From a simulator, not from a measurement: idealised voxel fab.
Process module in this document: voxel self aligned contacts
It is cross-section cut that appears here, measuring 230 nm in width, its square cells being 5 nm in size.
This document writes a cross-section as a grid whose cells are square, and gives it as bands, listed from the top down; one or more rows of cells form a band.
Band: top height; bottom height; in nm. Then, left to right: material with width in nm, for each material. "everywhere": a single material spanning edge to edge. "blank": empty space.
Heads up on the height convention: 0 is the point under which the incoming wafer is all one material, and the lowest band has no bottom, it just keeps going down, like "z 0 and below".
Think of "30 to 40" as a width that walks from the first number to the second as you go down the band, top row to bottom row, taking equal-sized steps from row to row.
The designation "nothing altered", where it is given for a processing step, indicates that no cell of the cross-section was altered in the course of that step.
"Tabulated closed voids" means: voids of 8 cells or more that are shut off from the top with no open way through. Written width x height at distance, distance from the left edge, in nm.
Formally, on a step line, whatever follows the settings is a remark that the simulator itself makes on the step.
overlay nm: right-of-plan distance of the mask on a masked step; negative values mean left-of-plan.
These are the steps we planned for the process
- 1: RECEIVE, material Si
- 2: CONFORMAL_DEP, material SiO2, thk nm 5
- 3: DIRECTIONAL_DEP, material polySi, thk nm 30
- 4: DIRECTIONAL_DEP, material SiN, thk nm 15
- 5: DIRECTIONAL_DEP, material aC, thk nm 15
- 6: PATTERN, tone cover, mask id GATE, material resist, width nm 25, pitch nm 55, thk nm 35, overlay nm 0
- 7: DIRECTIONAL_ETCH, etch materials aC, depth nm 15
- 8: STRIP, etch materials resist
- 9: DIRECTIONAL_ETCH, etch materials SiN, depth nm 15
- 10: DIRECTIONAL_ETCH, etch materials polySi, depth nm 30
- 11: STRIP, etch materials aC
- 12: CONFORMAL_DEP, material SiN, thk nm 5
- 13: DIRECTIONAL_ETCH, etch materials SiN, depth nm 5
- 14: FILL_DEP, material SiO2, thk nm 20
- 15: CMP, height nm 60
- 16: DIRECTIONAL_DEP, material aC, thk nm 10
- 17: PATTERN, tone open, mask id CONTACT, material resist, width nm 30, thk nm 30, overlay nm 0
- 18: DIRECTIONAL_ETCH, etch materials aC, depth nm 10
- 19: STRIP, etch materials resist
- 20: DIRECTIONAL_ETCH, etch materials SiO2, depth nm 60
- 21: STRIP, etch materials aC
- 22: CONFORMAL_DEP, material TiN, thk nm 5
- 23: FILL_DEP, material W, thk nm 10
- 24: CMP, height nm 60
- 25: CONFORMAL_DEP, material SiN, thk nm 5
Heads up: all these wafers start the same, and what changes between them is the width nm in step 17. The value you see in the plan is just what the first wafer got.
Received condition of the first of several wafers, sectioned: post-step 1
	z 0 and below  Si everywhere
	Tabulated closed voids: none
The cross-section of the first of several wafers is given below for the end of the module, after its final step, step 25
	z 65 to 60  SiN everywhere
	z 60 to 50  SiO2 (100); TiN (5 to 10); W (20 to 10); TiN (5 to 10); SiO2 (100)
	z 50 to 35  SiO2 (70); SiN (35); TiN (5); W (10); TiN (5); SiN (35); SiO2 (70)
	z 35 to 5  SiO2 (70); SiN (5); polySi (25); SiN (5); TiN (5); W (10); TiN (5); SiN (5); polySi (25); SiN (5); SiO2 (70)
	z 5 to 0  SiO2 (105); TiN (20); SiO2 (105)
	z 0 and below  Si everywhere
	Tabulated closed voids: none
The module's end: a cross-section of the last wafer
	z 65 to 60  SiN everywhere
	z 60 to 50  SiO2 (90); TiN (5 to 20); W (45 to 10); TiN (5 to 25); SiO2 (85)
	z 50 to 35  SiO2 (70); SiN (35); TiN (5); W (10); TiN (5); SiN (35); SiO2 (70)
	z 35 to 5  SiO2 (70); SiN (5); polySi (25); SiN (5); TiN (5); W (10); TiN (5); SiN (5); polySi (25); SiN (5); SiO2 (70)
	z 5 to 0  SiO2 (105); TiN (20); SiO2 (105)
	z 0 and below  Si everywhere
	Tabulated closed voids: none
Here is how to read the rows: every wafer has a row, and it shows the wafer at the end of the module, giving for each material how many cells were gained (+) or lost (-) since the wafer was received, then listing its closed voids
width nm 30, +112 SiN, +374 SiO2, +28 TiN, +24 W, +60 polySi, Tabulated closed voids: none
width nm 35, +112 SiN, +372 SiO2, +29 TiN, +25 W, +60 polySi, Tabulated closed voids: none
width nm 40, +112 SiN, +370 SiO2, +30 TiN, +26 W, +60 polySi, Tabulated closed voids: none
width nm 45, +112 SiN, +368 SiO2, +31 TiN, +27 W, +60 polySi, Tabulated closed voids: none
width nm 50, +112 SiN, +366 SiO2, +32 TiN, +28 W, +60 polySi, Tabulated closed voids: none
width nm 55, +112 SiN, +364 SiO2, +33 TiN, +29 W, +60 polySi, Tabulated closed voids: none
